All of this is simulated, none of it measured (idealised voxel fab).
Process module under the name voxel released beams
Square cell edge 5 nm, section width 225 nm, ID cut.
A cross-section in this document is a grid of square cells, and it is written down as bands, the top band listed before the ones below it; a band is made up of one or more rows of cells. For a band, the entry starts with two heights in nm, that of the top and then that of the bottom, and carries on with the band's materials in order from left to right, each alongside its width in nm; the word "all across" beside a single material means it fills the band edge to edge, and "empty" means empty space. The reference from which all heights are counted is 0, the level beneath which the as-received wafer is entirely one material; the lowest band, having no lower bound, proceeds downward and is written after the example "0 and below". Width "30->40": first value at the band's top row of cells, second value at its bottom row, equal change from row to row. Take "everything unchanged" at face value: in the step it is given for, the cross-section changed in none of its cells. Closed empty spaces (no open way to the top) of 8 cells or more are what "Closed void list" lists, each as width x height at distance from the left edge, nm for all three. Anything after a step's settings on that line? It's the simulator's own note about the step. The setting "overlay nm" may be written on the line of a step. When the step uses a mask, the value reports how far to the right of the planned place the mask lay, and a negative value reports that it lay to the left.
**The steps planned for the process are as follows**
step 1: RECEIVE (material Si)
step 2: CONFORMAL_DEP (material Al2O3; thk nm 10)
step 3: DIRECTIONAL_DEP (material SiO2; thk nm 20)
step 4: DIRECTIONAL_DEP (material aC; thk nm 15)
step 5: PATTERN (tone open; mask id ANCHOR; material resist; width nm 45; thk nm 35; overlay nm 0)
step 6: DIRECTIONAL_ETCH (etch materials aC; depth nm 15)
step 7: STRIP (etch materials resist)
step 8: DIRECTIONAL_ETCH (etch materials SiO2; depth nm 20)
step 9: STRIP (etch materials aC)
step 10: CONFORMAL_DEP (material polySi; thk nm 15)
step 11: PATTERN (tone cover; mask id BEAM; material resist; width nm 120; thk nm 20; overlay nm 0)
step 12: DIRECTIONAL_ETCH (etch materials polySi; depth nm 15)
step 13: STRIP (etch materials resist)
step 14: STRIP (etch materials SiO2)
**Wafer cross-section on receipt, i.e. after step 1**
> 0 and below  Si all across
> Closed void list: none
**Run as planned - first of the two wafers cross-sectioned at the end of the module**
> 45 down to 30  50 of empty / 20 of polySi / 15 of empty / 85 of polySi / 55 of empty
> 30 down to 25  55 of empty / 15 of polySi / 15 of empty / 15 of polySi / 125 of empty
> 25 down to 10  55 of empty / 45 of polySi / 125 of empty
> 10 down to 0  Al2O3 all across
> 0 and below  Si all across
> Closed void list: none
**Wafer two, end of module, cross-section. Same start, same plan as wafer one. One mistake in the run**
> 35 down to 25  50 of empty / 20 of polySi / 15 of empty / 85 of polySi / 55 of empty
> 25 down to 20  50 of empty / 120 of polySi / 55 of empty
> 20 down to 10  55 of empty / 45 of polySi / 125 of empty
> 10 down to 0  Al2O3 all across
> 0 and below  Si all across
> Closed void list: none
Heads up, the wafer didn't run the way we planned it: in deviation from the planned setting, step 3 was conducted as DIRECTIONAL_DEP (material SiO2; thk nm 10)
Cell-count delta at end, second wafer over first, by material: 12 fewer of polySi
